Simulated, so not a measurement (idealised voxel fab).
The following is a process module called voxel air gaps.
We display cut, a cross-section 190 nm in width whose square cells are each 5 nm.
If you're reading a cross-section in this doc, picture square cells in a grid; it comes to you as bands, top ones listed first down to the bottom, and a band can be one or more rows of cells.
A band entry consists of two parts. The first gives the height of the band's top and the height of its bottom, in nm. The rest lists the band's materials from left to right, each with its width in nm. A single material labelled with the word "edge to edge" fills the band from edge to edge, and the word "blank" marks empty space.
The reference from which all heights are counted is 0, the level beneath which the as-received wafer is entirely one material; the lowest band, having no lower bound, proceeds downward and is written after the example "top 0, no bottom".
A width such as "30 to 40" changes by the same amount from each row of cells to the next, from the band's top row to its bottom row.
The cross-section has no changed cell in any step marked "nothing different".
You'll see "Completely sealed voids" listing empty spaces that have no way open to the top, as long as they're 8 cells or more; the notation is width x height at distance, where the distance is from the left edge, and all of it is in nm.
On each step's line, the part that comes after the settings is the simulator's own comment on the step.
overlay nm: for a step with a mask, the amount by which the mask lay right of where it was planned; a negative amount means left of it.

Planned process steps:
1 RECEIVE [material Si]
2 CONFORMAL_DEP [material SiO2] [thk nm 15]
3 CONFORMAL_DEP [material SiCN] [thk nm 5]
4 DIRECTIONAL_DEP [material SiO2] [thk nm 30]
5 PATTERN [tone open] [mask id LINES] [material resist] [width nm 15] [pitch nm 45] [thk nm 20] [overlay nm 0]
6 DIRECTIONAL_ETCH [etch materials SiO2] [depth nm 30]
7 STRIP [etch materials resist]
8 CONFORMAL_DEP [material TiN] [thk nm 5]
9 FILL_DEP [material W] [thk nm 5]
10 CMP [height nm 50]
11 EPI [material Ru] [thk nm 10]
12 SELECTIVE_ETCH [etch materials SiO2] [depth nm 40]
13 CONFORMAL_DEP [material SiCN] [thk nm 5]

Cross-section, incoming material, after step 1:
  top 0, no bottom | Si edge to edge
  Completely sealed voids: none

Post-module cross-section: identical start and plan to those above, one misstep in execution:
  top 70, bottom 65 | SiCN edge to edge
  top 65, bottom 55 | Ru edge to edge
  top 55, bottom 50 | 45 nm TiN; 5 nm W; 40 nm TiN; 5 nm W; 40 nm TiN; 5 nm W; 50 nm TiN
  top 50, bottom 25 | 40 nm SiO2; 5 nm TiN; 5 nm W; 5 nm TiN; 30 nm SiO2; 5 nm TiN; 5 nm W; 5 nm TiN; 30 nm SiO2; 5 nm TiN; 5 nm W; 5 nm TiN; 45 nm SiO2
  top 25, bottom 20 | 40 nm SiO2; 15 nm TiN; 30 nm SiO2; 15 nm TiN; 30 nm SiO2; 15 nm TiN; 45 nm SiO2
  top 20, bottom 15 | SiCN edge to edge
  top 15, bottom 0 | SiO2 edge to edge
  top 0, no bottom | Si edge to edge
  Completely sealed voids: none
Nonconformance to the process plan: step 10 went in with a setting other than planned; the actual run was CMP [height nm 55]
